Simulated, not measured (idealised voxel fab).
Name of the process module below: voxel tone inversion
FYI the section here is cut, 300 nm wide, cells are 5 nm squares.
Format of a cross-section: grid, square cells. Given as bands. Order: top down. Band: one or more rows of cells.
This entry defines a band. It first specifies the height of the band's top and the height of its bottom in nm, and then specifies the band's materials from left to right, stating each material with its width in nm. The word "full width" identifies a single material that fills the band from edge to edge, while the word "empty" identifies empty space.
Where do heights start? At 0: under that level the wafer as delivered is made of one material only. And the lowest band has no floor; it just carries on downward, as in "from 0 down".
The notation "30 to 40" denotes a width that varies across the rows of cells in the band, beginning at the first number in the top row, finishing at the second number in the bottom row, and changing by an identical amount from each row to the next.
When a step is marked "left unchanged", none of the cells in the cross-section changed during that step.
The label "Closed void list" introduces a list of the empty spaces, 8 cells or larger, that have no open way up to the top; each entry in it reads width x height at distance, where the distance is taken from the left edge and all three are stated in nm.
Heads up: the bit after the settings on a step's line is the simulator's remark on that step.
A step's line can hold "overlay nm"; with a mask on that step, the setting says how far right of the planned place the mask lay, while a negative setting says it lay to the left.
**List of planned process steps**
- 1: RECEIVE: material Si
- 2: CONFORMAL_DEP: material SiCN, thk nm 10
- 3: DIRECTIONAL_DEP: material polySi, thk nm 15
- 4: PATTERN: tone cover, mask id POSTS, material resist, width nm 20, pitch nm 35, thk nm 20, overlay nm 0
- 5: DIRECTIONAL_ETCH: etch materials polySi, depth nm 15
- 6: STRIP: etch materials resist
- 7: FILL_DEP: material lowk, thk nm 5
- 8: CMP: height nm 25
- 9: STRIP: etch materials polySi
**Received-state cross-section, reflecting completion of step 1**
    from 0 down: Si full width
    Closed void list: none
**The first of the two wafers as seen in cross-section once the module was finished; processing followed the plan**
    from 25 to 10: 85 nm lowk, then 20 nm empty, then 15 nm lowk, then 20 nm empty, then 15 nm lowk, then 20 nm empty, then 15 nm lowk, then 20 nm empty, then 90 nm lowk
    from 10 to 0: SiCN full width
    from 0 down: Si full width
    Closed void list: none
**Second wafer of the two, sectioned at the end of the module. It began like the first and followed the same plan, but one mistake was made while running it**
    from 25 to 10: lowk full width
    from 10 to 0: SiCN full width
    from 0 down: Si full width
    Closed void list: none
Deviation noted in wafer processing: step 3 was not run as planned; what actually ran was DIRECTIONAL_DEP: material lowk, thk nm 15
Final difference in cells, second wafer against first, listed per material as more or fewer: +48 lowk
